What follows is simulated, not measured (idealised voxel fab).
process module | voxel transistor to metal
cross-section cut | 200 nm wide | cells 5 nm
A cross-section is a grid of square cells, given in bands from the top down. A band is one or more rows of cells.
Each band's line starts with the height of the band's top and of its bottom, in nm. Then come its materials from left to right, each with its width in nm. One material with "throughout" fills the band from edge to edge. "air" is empty space.
Height 0 is the level under which the wafer as received is all one material. The lowest band goes on downwards, as in "0 down".
A width such as "30 to 40" changes by the same amount from each row of cells to the next, from the band's top row to its bottom row.
"no change" after a step means that no cell of the cross-section changed.
closed voids: empty space of 8 cells or more with no open way to the top, each as width x height at its distance from the left edge, in nm
after a step's settings: what the simulator itself notes on the step
overlay nm, on a step with a mask: how far to the right of its planned place the mask lay; to the left if negative
Each pair below shows a cross-section before one step and the cross-section after it, down to the lowest band that changed. The line under each pair gives the step between them, with its settings. The pairs can come from different runs of this module on the same starting wafer, so a pair continues from the pair above only where its "before" says so.
before
  0 down: Si throughout
  closed voids: none
after
  0 to -5: SiO2 throughout
  below -5: unchanged
  closed voids: none
the step between: op OXIDIZE | depth nm 5
before: the cross-section after the pair above
after
  15 to 0: SiN throughout
  below 0: unchanged
  closed voids: none
the step between: op CONFORMAL_DEP | material SiN | thk nm 15
before: the cross-section after the pair above
after
  15 to 0: air 45 | SiN 105 | air 50
  below 0: unchanged
  closed voids: none
the step between: op MASKED_ETCH | tone cover | mask id ACTIVE | width nm 105 | etch materials SiN | depth nm 15 | overlay nm 0
before: the cross-section after the pair above
after
  15 to 0: air 45 | SiN 105 | air 50
  0 to -5: air 45 | SiO2 105 | air 50
  below -5: unchanged
  closed voids: none
the step between: op MASKED_ETCH | tone cover | mask id ACTIVE | width nm 105 | etch materials SiO2 | depth nm 5 | overlay nm 0
before: the cross-section after the pair above
after
  15 to 0: air 45 | SiN 105 | air 50
  0 to -5: air 45 | SiO2 105 | air 50
  -5 to -30: air 45 | Si 105 | air 50
  below -30: unchanged
  closed voids: none
the step between: op MASKED_ETCH | tone cover | mask id ACTIVE | width nm 105 | etch materials Si | depth nm 25 | overlay nm 0
before: the cross-section after the pair above
after
  20 to 15: SiO2 throughout
  15 to 0: SiO2 45 | SiN 105 | SiO2 50
  0 to -5: SiO2 throughout
  -5 to -30: SiO2 45 | Si 105 | SiO2 50
  below -30: unchanged
  closed voids: none
the step between: op FILL_DEP | material SiO2 | thk nm 5
before: the cross-section after the pair above
after
  15 to 0: SiO2 45 | SiN 105 | SiO2 50
  below 0: unchanged
  closed voids: none
the step between: op CMP | height nm 15
before: the cross-section after the pair above
after
  15 to 0: air 45 | SiN 105 | air 50
  below 0: unchanged
  closed voids: none
the step between: op SELECTIVE_ETCH | etch materials SiO2 | depth nm 15
before: the cross-section after the pair above
after
  0 to -5: SiO2 throughout
  below -5: unchanged
  closed voids: none
the step between: op STRIP | etch materials SiN
before: the cross-section after the pair above
after
  -5 to -30: SiO2 45 | Si 105 | SiO2 50
  below -30: unchanged
  closed voids: none
the step between: op SELECTIVE_ETCH | etch materials SiO2 | depth nm 5
before: the cross-section after the pair above
after
  -5 to -10: SiO2 throughout
  below -10: unchanged
  closed voids: none
the step between: op OXIDIZE | depth nm 5
before: the cross-section after the pair above
after
  15 to -5: polySi throughout
  below -5: unchanged
  closed voids: none
the step between: op DIRECTIONAL_DEP | material polySi | thk nm 20
before: the cross-section after the pair above
after
  30 to 15: SiCN throughout
  below 15: unchanged
  closed voids: none
the step between: op DIRECTIONAL_DEP | material SiCN | thk nm 15
before: the cross-section after the pair above
after
  45 to 30: air 85 | resist 25 | air 90
  below 30: unchanged
  closed voids: none
the step between: op PATTERN | tone cover | mask id GATE | material resist | width nm 25 | thk nm 15 | overlay nm 0
before: the cross-section after the pair above
after
  45 to 30: air 85 | resist 25 | air 90
  30 to 15: air 85 | SiCN 25 | air 90
  below 15: unchanged
  closed voids: none
the step between: op DIRECTIONAL_ETCH | etch materials SiCN | depth nm 25
before: the cross-section after the pair above
after
  45 to 30: air 85 | resist 25 | air 90
  30 to 15: air 85 | SiCN 25 | air 90
  15 to -5: air 85 | polySi 25 | air 90
  below -5: unchanged
  closed voids: none
the step between: op DIRECTIONAL_ETCH | etch materials polySi | depth nm 30
before: the cross-section after the pair above
after
  30 to 15: air 85 | SiCN 25 | air 90
  below 15: unchanged
  closed voids: none
the step between: op STRIP | etch materials resist
before: the cross-section after the pair above
after
  40 to 30: air 75 | SiN 45 | air 80
  30 to 15: air 75 | SiN 10 | SiCN 25 | SiN 10 | air 80
  15 to 5: air 75 | SiN 10 | polySi 25 | SiN 10 | air 80
  5 to -5: SiN 85 | polySi 25 | SiN 90
  below -5: unchanged
  closed voids: none
the step between: op CONFORMAL_DEP | material SiN | thk nm 10
before: the cross-section after the pair above
after
  30 to 15: air 75 | SiN 10 | SiCN 25 | SiN 10 | air 80
  15 to -5: air 75 | SiN 10 | polySi 25 | SiN 10 | air 80
  below -5: unchanged
  closed voids: none
the step between: op DIRECTIONAL_ETCH | etch materials SiN | depth nm 10
before: the cross-section after the pair above
after
  30 to 15: air 75 | SiN 10 | SiCN 25 | SiN 10 | air 80
  15 to -5: air 75 | SiN 10 | polySi 25 | SiN 10 | air 80
  -5 to -10: air 75 | SiO2 45 | air 80
  below -10: unchanged
  closed voids: none
the step between: op DIRECTIONAL_ETCH | etch materials SiO2 | depth nm 5
before: the cross-section after the pair above
after
  30 to 15: air 75 | SiN 10 | SiCN 25 | SiN 10 | air 80
  15 to -5: air 75 | SiN 10 | polySi 25 | SiN 10 | air 80
  -5 to -10: air 75 | SiO2 45 | air 80
  -10 to -15: SiO2 45 | air 30 | Si 45 | air 30 | SiO2 50
  below -15: unchanged
  closed voids: none
the step between: op DIRECTIONAL_ETCH | etch materials Si | depth nm 5
before: the cross-section after the pair above
after
  30 to 15: air 75 | SiN 10 | SiCN 25 | SiN 10 | air 80
  15 to -5: air 75 | SiN 10 | polySi 25 | SiN 10 | air 80
  -5 to -10: air 70 | pSi 5 | SiO2 45 | pSi 5 | air 75
  -10 to -15: SiO2 45 | pSi 30 | Si 45 | pSi 30 | SiO2 50
  below -15: unchanged
  closed voids: none
the step between: op EPI | material pSi | thk nm 5
before: the cross-section after the pair above
after
  35 to 30: SiO2 throughout
  30 to 15: SiO2 75 | SiN 10 | SiCN 25 | SiN 10 | SiO2 80
  15 to -5: SiO2 75 | SiN 10 | polySi 25 | SiN 10 | SiO2 80
  -5 to -10: SiO2 70 | pSi 5 | SiO2 45 | pSi 5 | SiO2 75
  below -10: unchanged
  closed voids: none
the step between: op FILL_DEP | material SiO2 | thk nm 5
before: the cross-section after the pair above
after
  15 to -5: SiO2 75 | SiN 10 | polySi 25 | SiN 10 | SiO2 80
  below -5: unchanged
  closed voids: none
the step between: op CMP | height nm 15
before: the cross-section after the pair above
after
  15 to -5: SiO2 75 | SiN 10 | air 25 | SiN 10 | SiO2 80
  below -5: unchanged
  closed voids: none
the step between: op STRIP | etch materials polySi
before: the cross-section after the pair above
after
  15 to 10: air 75 | SiN 10 | air 25 | SiN 10 | air 80
  10 to -5: SiO2 75 | SiN 10 | air 25 | SiN 10 | SiO2 80
  -5 to -10: SiO2 70 | pSi 5 | SiO2 5 | air 35 | SiO2 5 | pSi 5 | SiO2 75
  below -10: unchanged
  closed voids: none
the step between: op SELECTIVE_ETCH | etch materials SiO2 | depth nm 5
before: the cross-section after the pair above
after
  20 to 15: air 70 | HfO2 20 | air 15 | HfO2 20 | air 75
  15 to 10: HfO2 75 | SiN 10 | HfO2 5 | air 15 | HfO2 5 | SiN 10 | HfO2 80
  10 to -5: SiO2 75 | SiN 10 | HfO2 5 | air 15 | HfO2 5 | SiN 10 | SiO2 80
  -5 to -10: SiO2 70 | pSi 5 | SiO2 5 | HfO2 35 | SiO2 5 | pSi 5 | SiO2 75
  below -10: unchanged
  closed voids: none
the step between: op CONFORMAL_DEP | material HfO2 | thk nm 5
before: the cross-section after the pair above
after
  25 to 20: air 65 | TiN 30 | air 5 | TiN 30 | air 70
  20 to 15: TiN 70 | HfO2 20 | TiN 5 | air 5 | TiN 5 | HfO2 20 | TiN 75
  15 to 10: HfO2 75 | SiN 10 | HfO2 5 | TiN 5 | air 5 | TiN 5 | HfO2 5 | SiN 10 | HfO2 80
  10 to 0: SiO2 75 | SiN 10 | HfO2 5 | TiN 5 | air 5 | TiN 5 | HfO2 5 | SiN 10 | SiO2 80
  0 to -5: SiO2 75 | SiN 10 | HfO2 5 | TiN 15 | HfO2 5 | SiN 10 | SiO2 80
  below -5: unchanged
  closed voids: none
the step between: op CONFORMAL_DEP | material TiN | thk nm 5
before: the cross-section after the pair above
after
  35 to 25: W throughout
  25 to 20: W 65 | TiN 30 | W 5 | TiN 30 | W 70
  20 to 15: TiN 70 | HfO2 20 | TiN 5 | W 5 | TiN 5 | HfO2 20 | TiN 75
  15 to 10: HfO2 75 | SiN 10 | HfO2 5 | TiN 5 | W 5 | TiN 5 | HfO2 5 | SiN 10 | HfO2 80
  10 to 0: SiO2 75 | SiN 10 | HfO2 5 | TiN 5 | W 5 | TiN 5 | HfO2 5 | SiN 10 | SiO2 80
  below 0: unchanged
  closed voids: none
the step between: op FILL_DEP | material W | thk nm 10
before: the cross-section after the pair above
after
  10 to 0: SiO2 75 | SiN 10 | HfO2 5 | TiN 5 | W 5 | TiN 5 | HfO2 5 | SiN 10 | SiO2 80
  below 0: unchanged
  closed voids: none
the step between: op CMP | height nm 10
before: the cross-section after the pair above
after
  25 to 10: SiO2 throughout
  below 10: unchanged
  closed voids: none
the step between: op DIRECTIONAL_DEP | material SiO2 | thk nm 15
before: the cross-section after the pair above
after
  25 to 10: SiO2 50 | air 15 | SiO2 65 | air 15 | SiO2 55
  10 to 0: SiO2 50 | air 15 | SiO2 10 | SiN 10 | HfO2 5 | TiN 5 | W 5 | TiN 5 | HfO2 5 | SiN 10 | SiO2 10 | air 15 | SiO2 55
  0 to -5: SiO2 50 | air 15 | SiO2 10 | SiN 10 | HfO2 5 | TiN 15 | HfO2 5 | SiN 10 | SiO2 10 | air 15 | SiO2 55
  -5 to -10: SiO2 50 | air 15 | SiO2 5 | pSi 5 | SiO2 5 | HfO2 35 | SiO2 5 | pSi 5 | SiO2 5 | air 15 | SiO2 55
  below -10: unchanged
  closed voids: none
the step between: op MASKED_ETCH | tone open | mask id CONTACT | width nm 15 | pitch nm 80 | etch materials SiO2 | depth nm 35 | overlay nm 0
before: the cross-section after the pair above
after
  30 to 25: TiN 55 | air 5 | TiN 75 | air 5 | TiN 60
  25 to 10: SiO2 50 | TiN 5 | air 5 | TiN 5 | SiO2 65 | TiN 5 | air 5 | TiN 5 | SiO2 55
  10 to 0: SiO2 50 | TiN 5 | air 5 | TiN 5 | SiO2 10 | SiN 10 | HfO2 5 | TiN 5 | W 5 | TiN 5 | HfO2 5 | SiN 10 | SiO2 10 | TiN 5 | air 5 | TiN 5 | SiO2 55
  0 to -5: SiO2 50 | TiN 5 | air 5 | TiN 5 | SiO2 10 | SiN 10 | HfO2 5 | TiN 15 | HfO2 5 | SiN 10 | SiO2 10 | TiN 5 | air 5 | TiN 5 | SiO2 55
  -5 to -10: SiO2 50 | TiN 15 | SiO2 5 | pSi 5 | SiO2 5 | HfO2 35 | SiO2 5 | pSi 5 | SiO2 5 | TiN 15 | SiO2 55
  below -10: unchanged
  closed voids: none
the step between: op CONFORMAL_DEP | material TiN | thk nm 5
before: the cross-section after the pair above
after
  40 to 30: W throughout
  30 to 25: TiN 55 | W 5 | TiN 75 | W 5 | TiN 60
  25 to 10: SiO2 50 | TiN 5 | W 5 | TiN 5 | SiO2 65 | TiN 5 | W 5 | TiN 5 | SiO2 55
  10 to 0: SiO2 50 | TiN 5 | W 5 | TiN 5 | SiO2 10 | SiN 10 | HfO2 5 | TiN 5 | W 5 | TiN 5 | HfO2 5 | SiN 10 | SiO2 10 | TiN 5 | W 5 | TiN 5 | SiO2 55
  0 to -5: SiO2 50 | TiN 5 | W 5 | TiN 5 | SiO2 10 | SiN 10 | HfO2 5 | TiN 15 | HfO2 5 | SiN 10 | SiO2 10 | TiN 5 | W 5 | TiN 5 | SiO2 55
  below -5: unchanged
  closed voids: none
the step between: op FILL_DEP | material W | thk nm 10
before: the cross-section after the pair above
after
  25 to 10: SiO2 50 | TiN 5 | W 5 | TiN 5 | SiO2 65 | TiN 5 | W 5 | TiN 5 | SiO2 55
  below 10: unchanged
  closed voids: none
the step between: op CMP | height nm 25
before: the cross-section after the pair above
after
  30 to 25: SiN throughout
  below 25: unchanged
  closed voids: none
the step between: op CONFORMAL_DEP | material SiN | thk nm 5
before: the cross-section after the pair above
after
  55 to 30: lowk throughout
  below 30: unchanged
  closed voids: none
the step between: op DIRECTIONAL_DEP | material lowk | thk nm 25
before: the cross-section after the pair above
after
  65 to 55: aC throughout
  below 55: unchanged
  closed voids: none
the step between: op DIRECTIONAL_DEP | material aC | thk nm 10
before: the cross-section after the pair above
after
  95 to 65: resist 50 | air 15 | resist 65 | air 15 | resist 55
  below 65: unchanged
  closed voids: none
the step between: op PATTERN | tone open | mask id METAL_1 | material resist | width nm 15 | pitch nm 80 | thk nm 30 | overlay nm 0
before: the cross-section after the pair above
after
  85 to 65: resist 50 | air 15 | resist 65 | air 15 | resist 55
  65 to 55: aC 50 | air 15 | aC 65 | air 15 | aC 55
  below 55: unchanged
  closed voids: none
the step between: op DIRECTIONAL_ETCH | etch materials aC | depth nm 10
before: the cross-section after the pair above
after
  65 to 55: aC 50 | air 15 | aC 65 | air 15 | aC 55
  below 55: unchanged
  closed voids: none
the step between: op STRIP | etch materials resist
before: the cross-section after the pair above
after
  65 to 55: aC 50 | air 15 | aC 65 | air 15 | aC 55
  55 to 30: lowk 50 | air 15 | lowk 65 | air 15 | lowk 55
  below 30: unchanged
  closed voids: none
the step between: op DIRECTIONAL_ETCH | etch materials lowk | depth nm 25
before: the cross-section after the pair above
after
  65 to 55: aC 50 | air 15 | aC 65 | air 15 | aC 55
  55 to 30: lowk 50 | air 15 | lowk 65 | air 15 | lowk 55
  30 to 25: SiN 50 | air 15 | SiN 65 | air 15 | SiN 55
  below 25: unchanged
  closed voids: none
the step between: op DIRECTIONAL_ETCH | etch materials SiN | depth nm 5
before: the cross-section after the pair above
after
  55 to 30: lowk 50 | air 15 | lowk 65 | air 15 | lowk 55
  below 30: unchanged
  closed voids: none
the step between: op STRIP | etch materials aC
before: the cross-section after the pair above
after
  60 to 55: TiN 55 | air 5 | TiN 75 | air 5 | TiN 60
  55 to 30: lowk 50 | TiN 5 | air 5 | TiN 5 | lowk 65 | TiN 5 | air 5 | TiN 5 | lowk 55
  30 to 25: SiN 50 | TiN 15 | SiN 65 | TiN 15 | SiN 55
  below 25: unchanged
  closed voids: none
the step between: op CONFORMAL_DEP | material TiN | thk nm 5
before: the cross-section after the pair above
after
  65 to 60: Ru throughout
  60 to 55: TiN 55 | Ru 5 | TiN 75 | Ru 5 | TiN 60
  55 to 30: lowk 50 | TiN 5 | Ru 5 | TiN 5 | lowk 65 | TiN 5 | Ru 5 | TiN 5 | lowk 55
  below 30: unchanged
  closed voids: none
the step between: op FILL_DEP | material Ru | thk nm 5
before: the cross-section after the pair above
after
  55 to 30: lowk 50 | TiN 5 | Ru 5 | TiN 5 | lowk 65 | TiN 5 | Ru 5 | TiN 5 | lowk 55
  below 30: unchanged
  closed voids: none
the step between: op CMP | height nm 55
before: the cross-section after the pair above
after
  60 to 55: SiN throughout
  below 55: unchanged
  closed voids: none
the step between: op CONFORMAL_DEP | material SiN | thk nm 5
before
  35 to 25: W throughout
  25 to 20: W 65 | TiN 30 | W 5 | TiN 30 | W 70
  20 to 15: TiN 70 | HfO2 20 | TiN 5 | W 5 | TiN 5 | HfO2 20 | TiN 75
  15 to 10: HfO2 75 | SiN 10 | HfO2 5 | TiN 5 | W 5 | TiN 5 | HfO2 5 | SiN 10 | HfO2 80
  10 to 0: SiO2 75 | SiN 10 | HfO2 5 | TiN 5 | W 5 | TiN 5 | HfO2 5 | SiN 10 | SiO2 80
  0 to -5: SiO2 75 | SiN 10 | HfO2 5 | TiN 15 | HfO2 5 | SiN 10 | SiO2 80
  -5 to -10: SiO2 70 | pSi 5 | SiO2 5 | HfO2 35 | SiO2 5 | pSi 5 | SiO2 75
  -10 to -15: SiO2 45 | pSi 30 | Si 45 | pSi 30 | SiO2 50
  -15 to -30: SiO2 45 | Si 105 | SiO2 50
  -30 down: Si throughout
  closed voids: none
after
  50 to 35: SiO2 throughout
  below 35: unchanged
  closed voids: none
the step between: op DIRECTIONAL_DEP | material SiO2 | thk nm 15
before: the cross-section after the pair above
after
  50 to 35: SiO2 50 | air 15 | SiO2 65 | air 15 | SiO2 55
  below 35: unchanged
  closed voids: none
the step between: op MASKED_ETCH | tone open | mask id CONTACT | width nm 15 | pitch nm 80 | etch materials SiO2 | depth nm 35 | overlay nm 0
before: the cross-section after the pair above
after
  55 to 50: TiN 55 | air 5 | TiN 75 | air 5 | TiN 60
  50 to 40: SiO2 50 | TiN 5 | air 5 | TiN 5 | SiO2 65 | TiN 5 | air 5 | TiN 5 | SiO2 55
  40 to 35: SiO2 50 | TiN 15 | SiO2 65 | TiN 15 | SiO2 55
  below 35: unchanged
  closed voids: none
the step between: op CONFORMAL_DEP | material TiN | thk nm 5
before: the cross-section after the pair above
after
  65 to 55: W throughout
  55 to 50: TiN 55 | W 5 | TiN 75 | W 5 | TiN 60
  50 to 40: SiO2 50 | TiN 5 | W 5 | TiN 5 | SiO2 65 | TiN 5 | W 5 | TiN 5 | SiO2 55
  below 40: unchanged
  closed voids: none
the step between: op FILL_DEP | material W | thk nm 10
before: the cross-section after the pair above
after
  25 to 20: W 65 | TiN 30 | W 5 | TiN 30 | W 70
  below 20: unchanged
  closed voids: none
the step between: op CMP | height nm 25
before: the cross-section after the pair above
after
  30 to 25: SiN throughout
  below 25: unchanged
  closed voids: none
the step between: op CONFORMAL_DEP | material SiN | thk nm 5
before: the cross-section after the pair above
after
  55 to 30: lowk throughout
  below 30: unchanged
  closed voids: none
the step between: op DIRECTIONAL_DEP | material lowk | thk nm 25
before: the cross-section after the pair above
after
  65 to 55: aC throughout
  below 55: unchanged
  closed voids: none
the step between: op DIRECTIONAL_DEP | material aC | thk nm 10
before: the cross-section after the pair above
after
  95 to 65: resist 50 | air 15 | resist 65 | air 15 | resist 55
  below 65: unchanged
  closed voids: none
the step between: op PATTERN | tone open | mask id METAL_1 | material resist | width nm 15 | pitch nm 80 | thk nm 30 | overlay nm 0
before: the cross-section after the pair above
after
  85 to 65: resist 50 | air 15 | resist 65 | air 15 | resist 55
  65 to 55: aC 50 | air 15 | aC 65 | air 15 | aC 55
  below 55: unchanged
  closed voids: none
the step between: op DIRECTIONAL_ETCH | etch materials aC | depth nm 10
before: the cross-section after the pair above
after
  65 to 55: aC 50 | air 15 | aC 65 | air 15 | aC 55
  below 55: unchanged
  closed voids: none
the step between: op STRIP | etch materials resist
before: the cross-section after the pair above
after
  65 to 55: aC 50 | air 15 | aC 65 | air 15 | aC 55
  55 to 30: lowk 50 | air 15 | lowk 65 | air 15 | lowk 55
  below 30: unchanged
  closed voids: none
the step between: op DIRECTIONAL_ETCH | etch materials lowk | depth nm 25
before: the cross-section after the pair above
after
  65 to 55: aC 50 | air 15 | aC 65 | air 15 | aC 55
  55 to 30: lowk 50 | air 15 | lowk 65 | air 15 | lowk 55
  30 to 25: SiN 50 | air 15 | SiN 65 | air 15 | SiN 55
  below 25: unchanged
  closed voids: none
the step between: op DIRECTIONAL_ETCH | etch materials SiN | depth nm 5
before: the cross-section after the pair above
after
  55 to 30: lowk 50 | air 15 | lowk 65 | air 15 | lowk 55
  below 30: unchanged
  closed voids: none
the step between: op STRIP | etch materials aC
before: the cross-section after the pair above
after
  60 to 55: TiN 55 | air 5 | TiN 75 | air 5 | TiN 60
  55 to 30: lowk 50 | TiN 5 | air 5 | TiN 5 | lowk 65 | TiN 5 | air 5 | TiN 5 | lowk 55
  30 to 25: SiN 50 | TiN 15 | SiN 65 | TiN 15 | SiN 55
  below 25: unchanged
  closed voids: none
the step between: op CONFORMAL_DEP | material TiN | thk nm 5
before: the cross-section after the pair above
after
  65 to 60: Ru throughout
  60 to 55: TiN 55 | Ru 5 | TiN 75 | Ru 5 | TiN 60
  55 to 30: lowk 50 | TiN 5 | Ru 5 | TiN 5 | lowk 65 | TiN 5 | Ru 5 | TiN 5 | lowk 55
  below 30: unchanged
  closed voids: none
the step between: op FILL_DEP | material Ru | thk nm 5
before: the cross-section after the pair above
after
  55 to 30: lowk 50 | TiN 5 | Ru 5 | TiN 5 | lowk 65 | TiN 5 | Ru 5 | TiN 5 | lowk 55
  below 30: unchanged
  closed voids: none
the step between: op CMP | height nm 55
before: the cross-section after the pair above
after
  60 to 55: SiN throughout
  below 55: unchanged
  closed voids: none
the step between: op CONFORMAL_DEP | material SiN | thk nm 5
before
  15 to 0: air 45 | SiN 105 | air 50
  0 to -5: air 45 | SiO2 105 | air 50
  -5 to -30: air 45 | Si 105 | air 50
  -30 down: Si throughout
  closed voids: none
after
  15 to 0: air 45 | SiN 105 | air 50
  0 to -5: air 45 | SiO2 105 | air 50
  -5 to -55: air 45 | Si 105 | air 50
  below -55: unchanged
  closed voids: none
the step between: op MASKED_ETCH | tone cover | mask id ACTIVE | width nm 105 | etch materials Si | depth nm 25 | overlay nm 0
before: the cross-section after the pair above
after
  20 to 15: SiO2 throughout
  15 to 0: SiO2 45 | SiN 105 | SiO2 50
  0 to -5: SiO2 throughout
  -5 to -55: SiO2 45 | Si 105 | SiO2 50
  below -55: unchanged
  closed voids: none
the step between: op FILL_DEP | material SiO2 | thk nm 5
before: the cross-section after the pair above
after
  15 to 0: SiO2 45 | SiN 105 | SiO2 50
  below 0: unchanged
  closed voids: none
the step between: op CMP | height nm 15
before: the cross-section after the pair above
after
  15 to 0: air 45 | SiN 105 | air 50
  below 0: unchanged
  closed voids: none
the step between: op SELECTIVE_ETCH | etch materials SiO2 | depth nm 15
before: the cross-section after the pair above
after
  0 to -5: SiO2 throughout
  below -5: unchanged
  closed voids: none
the step between: op STRIP | etch materials SiN
before: the cross-section after the pair above
after
  -5 to -55: SiO2 45 | Si 105 | SiO2 50
  below -55: unchanged
  closed voids: none
the step between: op SELECTIVE_ETCH | etch materials SiO2 | depth nm 5
before: the cross-section after the pair above
after
  -5 to -10: SiO2 throughout
  below -10: unchanged
  closed voids: none
the step between: op OXIDIZE | depth nm 5
before: the cross-section after the pair above
after
  15 to -5: polySi throughout
  below -5: unchanged
  closed voids: none
the step between: op DIRECTIONAL_DEP | material polySi | thk nm 20
before: the cross-section after the pair above
after
  30 to 15: SiCN throughout
  below 15: unchanged
  closed voids: none
the step between: op DIRECTIONAL_DEP | material SiCN | thk nm 15
before: the cross-section after the pair above
after
  45 to 30: air 85 | resist 25 | air 90
  below 30: unchanged
  closed voids: none
the step between: op PATTERN | tone cover | mask id GATE | material resist | width nm 25 | thk nm 15 | overlay nm 0
before: the cross-section after the pair above
after
  45 to 30: air 85 | resist 25 | air 90
  30 to 15: air 85 | SiCN 25 | air 90
  below 15: unchanged
  closed voids: none
the step between: op DIRECTIONAL_ETCH | etch materials SiCN | depth nm 25
before: the cross-section after the pair above
after
  45 to 30: air 85 | resist 25 | air 90
  30 to 15: air 85 | SiCN 25 | air 90
  15 to -5: air 85 | polySi 25 | air 90
  below -5: unchanged
  closed voids: none
the step between: op DIRECTIONAL_ETCH | etch materials polySi | depth nm 30
before: the cross-section after the pair above
after
  30 to 15: air 85 | SiCN 25 | air 90
  below 15: unchanged
  closed voids: none
the step between: op STRIP | etch materials resist
before: the cross-section after the pair above
after
  40 to 30: air 75 | SiN 45 | air 80
  30 to 15: air 75 | SiN 10 | SiCN 25 | SiN 10 | air 80
  15 to 5: air 75 | SiN 10 | polySi 25 | SiN 10 | air 80
  5 to -5: SiN 85 | polySi 25 | SiN 90
  below -5: unchanged
  closed voids: none
the step between: op CONFORMAL_DEP | material SiN | thk nm 10
before: the cross-section after the pair above
after
  30 to 15: air 75 | SiN 10 | SiCN 25 | SiN 10 | air 80
  15 to -5: air 75 | SiN 10 | polySi 25 | SiN 10 | air 80
  below -5: unchanged
  closed voids: none
the step between: op DIRECTIONAL_ETCH | etch materials SiN | depth nm 10
before: the cross-section after the pair above
after
  30 to 15: air 75 | SiN 10 | SiCN 25 | SiN 10 | air 80
  15 to -5: air 75 | SiN 10 | polySi 25 | SiN 10 | air 80
  -5 to -10: air 75 | SiO2 45 | air 80
  below -10: unchanged
  closed voids: none
the step between: op DIRECTIONAL_ETCH | etch materials SiO2 | depth nm 5
before: the cross-section after the pair above
after
  30 to 15: air 75 | SiN 10 | SiCN 25 | SiN 10 | air 80
  15 to -5: air 75 | SiN 10 | polySi 25 | SiN 10 | air 80
  -5 to -10: air 75 | SiO2 45 | air 80
  -10 to -15: SiO2 45 | air 30 | Si 45 | air 30 | SiO2 50
  below -15: unchanged
  closed voids: none
the step between: op DIRECTIONAL_ETCH | etch materials Si | depth nm 5
before: the cross-section after the pair above
after
  30 to 15: air 75 | SiN 10 | SiCN 25 | SiN 10 | air 80
  15 to -5: air 75 | SiN 10 | polySi 25 | SiN 10 | air 80
  -5 to -10: air 70 | pSi 5 | SiO2 45 | pSi 5 | air 75
  -10 to -15: SiO2 45 | pSi 30 | Si 45 | pSi 30 | SiO2 50
  below -15: unchanged
  closed voids: none
the step between: op EPI | material pSi | thk nm 5
before: the cross-section after the pair above
after
  35 to 30: SiO2 throughout
  30 to 15: SiO2 75 | SiN 10 | SiCN 25 | SiN 10 | SiO2 80
  15 to -5: SiO2 75 | SiN 10 | polySi 25 | SiN 10 | SiO2 80
  -5 to -10: SiO2 70 | pSi 5 | SiO2 45 | pSi 5 | SiO2 75
  below -10: unchanged
  closed voids: none
the step between: op FILL_DEP | material SiO2 | thk nm 5
before: the cross-section after the pair above
after
  15 to -5: SiO2 75 | SiN 10 | polySi 25 | SiN 10 | SiO2 80
  below -5: unchanged
  closed voids: none
the step between: op CMP | height nm 15
before: the cross-section after the pair above
after
  15 to -5: SiO2 75 | SiN 10 | air 25 | SiN 10 | SiO2 80
  below -5: unchanged
  closed voids: none
the step between: op STRIP | etch materials polySi
before: the cross-section after the pair above
after
  15 to 10: air 75 | SiN 10 | air 25 | SiN 10 | air 80
  10 to -5: SiO2 75 | SiN 10 | air 25 | SiN 10 | SiO2 80
  -5 to -10: SiO2 70 | pSi 5 | SiO2 5 | air 35 | SiO2 5 | pSi 5 | SiO2 75
  below -10: unchanged
  closed voids: none
the step between: op SELECTIVE_ETCH | etch materials SiO2 | depth nm 5
before: the cross-section after the pair above
after
  20 to 15: air 70 | HfO2 20 | air 15 | HfO2 20 | air 75
  15 to 10: HfO2 75 | SiN 10 | HfO2 5 | air 15 | HfO2 5 | SiN 10 | HfO2 80
  10 to -5: SiO2 75 | SiN 10 | HfO2 5 | air 15 | HfO2 5 | SiN 10 | SiO2 80
  -5 to -10: SiO2 70 | pSi 5 | SiO2 5 | HfO2 35 | SiO2 5 | pSi 5 | SiO2 75
  below -10: unchanged
  closed voids: none
the step between: op CONFORMAL_DEP | material HfO2 | thk nm 5
before: the cross-section after the pair above
after
  25 to 20: air 65 | TiN 30 | air 5 | TiN 30 | air 70
  20 to 15: TiN 70 | HfO2 20 | TiN 5 | air 5 | TiN 5 | HfO2 20 | TiN 75
  15 to 10: HfO2 75 | SiN 10 | HfO2 5 | TiN 5 | air 5 | TiN 5 | HfO2 5 | SiN 10 | HfO2 80
  10 to 0: SiO2 75 | SiN 10 | HfO2 5 | TiN 5 | air 5 | TiN 5 | HfO2 5 | SiN 10 | SiO2 80
  0 to -5: SiO2 75 | SiN 10 | HfO2 5 | TiN 15 | HfO2 5 | SiN 10 | SiO2 80
  below -5: unchanged
  closed voids: none
the step between: op CONFORMAL_DEP | material TiN | thk nm 5
before: the cross-section after the pair above
after
  35 to 25: W throughout
  25 to 20: W 65 | TiN 30 | W 5 | TiN 30 | W 70
  20 to 15: TiN 70 | HfO2 20 | TiN 5 | W 5 | TiN 5 | HfO2 20 | TiN 75
  15 to 10: HfO2 75 | SiN 10 | HfO2 5 | TiN 5 | W 5 | TiN 5 | HfO2 5 | SiN 10 | HfO2 80
  10 to 0: SiO2 75 | SiN 10 | HfO2 5 | TiN 5 | W 5 | TiN 5 | HfO2 5 | SiN 10 | SiO2 80
  below 0: unchanged
  closed voids: none
the step between: op FILL_DEP | material W | thk nm 10
before: the cross-section after the pair above
after
  10 to 0: SiO2 75 | SiN 10 | HfO2 5 | TiN 5 | W 5 | TiN 5 | HfO2 5 | SiN 10 | SiO2 80
  below 0: unchanged
  closed voids: none
the step between: op CMP | height nm 10
before: the cross-section after the pair above
after
  25 to 10: SiO2 throughout
  below 10: unchanged
  closed voids: none
the step between: op DIRECTIONAL_DEP | material SiO2 | thk nm 15
before: the cross-section after the pair above
after
  25 to 10: SiO2 50 | air 15 | SiO2 65 | air 15 | SiO2 55
  10 to 0: SiO2 50 | air 15 | SiO2 10 | SiN 10 | HfO2 5 | TiN 5 | W 5 | TiN 5 | HfO2 5 | SiN 10 | SiO2 10 | air 15 | SiO2 55
  0 to -5: SiO2 50 | air 15 | SiO2 10 | SiN 10 | HfO2 5 | TiN 15 | HfO2 5 | SiN 10 | SiO2 10 | air 15 | SiO2 55
  -5 to -10: SiO2 50 | air 15 | SiO2 5 | pSi 5 | SiO2 5 | HfO2 35 | SiO2 5 | pSi 5 | SiO2 5 | air 15 | SiO2 55
  below -10: unchanged
  closed voids: none
the step between: op MASKED_ETCH | tone open | mask id CONTACT | width nm 15 | pitch nm 80 | etch materials SiO2 | depth nm 35 | overlay nm 0
